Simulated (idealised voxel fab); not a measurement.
Documented hereafter: the process module known as voxel ribs on slabs.
Shown is cross-section cut, with a width of 270 nm and square cells of size 5 nm.
In this document a cross-section is written as a grid of square cells. It is given as a series of bands, listed from the top down, and a band is one or more rows of cells. This entry defines a band. It first specifies the height of the band's top and the height of its bottom in nm, and then specifies the band's materials from left to right, stating each material with its width in nm. The word "throughout" identifies a single material that fills the band from edge to edge, while the word "air" identifies empty space. Measure heights from 0. That's the level where, below it, the as-received wafer is all one material. The lowest band is bottomless and extends downward; write it as in "0 -> down". Graded width ("30->40"): value in top row of band = first number; value in bottom row = second number; row-to-row change constant. When a step is marked "left unchanged", none of the cells in the cross-section changed during that step. The label "Fully sealed cavities" introduces a list of the empty spaces, 8 cells or larger, that have no open way up to the top; each entry in it reads width x height at distance, where the distance is taken from the left edge and all three are stated in nm. Where a step's line continues beyond its settings, the continuation is a remark by the simulator itself on that step. The line of a step may include "overlay nm". On a step with a mask, this value is how far to the right of its planned place the mask lay. A negative value means the mask lay to the left.
### List of planned process steps
1. RECEIVE, material Si
2. DIRECTIONAL_DEP, material SiO2, thk nm 20
3. DIRECTIONAL_DEP, material SiN, thk nm 25
4. MASKED_ETCH, tone cover, mask id RIB, width nm 25, etch materials SiN, depth nm 5, overlay nm 0
5. MASKED_ETCH, tone cover, mask id SLAB, width nm 85, etch materials SiN, depth nm 20, overlay nm 0
6. FILL_DEP, material SiO2, thk nm 25
7. CMP, height nm 60
8. DIRECTIONAL_DEP, material W, thk nm 10
9. DIRECTIONAL_DEP, material aC, thk nm 10
10. PATTERN, tone cover, mask id HEATER, material resist, width nm 35, thk nm 25, overlay nm 0
11. DIRECTIONAL_ETCH, etch materials aC, depth nm 10
12. STRIP, etch materials resist
13. DIRECTIONAL_ETCH, etch materials W, depth nm 10
14. STRIP, etch materials aC
15. CONFORMAL_DEP, material SiN, thk nm 5
### What follows covers the first of two wafers; it ran as planned
### Incoming wafer, cross-sectional view, post step 1
* 0 -> down = Si throughout
* Fully sealed cavities: none
### Wafer xsec, post step 2
* 20 -> 0 = SiO2 throughout
* Under 0: no change, same as before.
### Wafer xsec, post step 3
* 45 -> 20 = SiN throughout
* Under 20: no change, same as before.
### Wafer xsec, post step 4
* 45 -> 40 = 120 air, 25 SiN, 125 air
* Under 40: no change, same as before.
### Wafer xsec, post step 5
* 45 -> 40 = 120 air, 25 SiN, 125 air
* 40 -> 20 = 90 air, 85 SiN, 95 air
* Under 20: no change, same as before.
### Wafer xsec, post step 6
* 70 -> 45 = SiO2 throughout
* 45 -> 40 = 120 SiO2, 25 SiN, 125 SiO2
* 40 -> 20 = 90 SiO2, 85 SiN, 95 SiO2
* Under 20: no change, same as before.
### Wafer xsec, post step 7
* 60 -> 45 = SiO2 throughout
* Under 45: no change, same as before.
### Wafer xsec, post step 8
* 70 -> 60 = W throughout
* Under 60: no change, same as before.
### Wafer xsec, post step 9
* 80 -> 70 = aC throughout
* Under 70: no change, same as before.
### Wafer xsec, post step 10
* 105 -> 80 = 115 air, 35 resist, 120 air
* Under 80: no change, same as before.
### Wafer xsec, post step 11
* 95 -> 80 = 115 air, 35 resist, 120 air
* 80 -> 70 = 115 air, 35 aC, 120 air
* Under 70: no change, same as before.
### Wafer xsec, post step 12
* 80 -> 70 = 115 air, 35 aC, 120 air
* Under 70: no change, same as before.
### Wafer xsec, post step 13
* 80 -> 70 = 115 air, 35 aC, 120 air
* 70 -> 60 = 115 air, 35 W, 120 air
* Under 60: no change, same as before.
### Wafer xsec, post step 14
* 70 -> 60 = 115 air, 35 W, 120 air
* Under 60: no change, same as before.
### Wafer xsec, post step 15
* 75 -> 70 = 110 air, 45 SiN, 115 air
* 70 -> 65 = 110 air, 5 SiN, 35 W, 5 SiN, 115 air
* 65 -> 60 = 115 SiN, 35 W, 120 SiN
* Under 60: no change, same as before.
### For the second wafer, take the first wafer's start and plan, then add one mistake made in running it; everything through step 14, that step included, is shared with the first
The second wafer cut through, at the time step 15 was supposed to be finished: left unchanged
Diagnosis: step 15 of the plan was excluded from execution and never run
Final comparison by cell count, materials where the second wafer has more or fewer than the first: -58 SiN
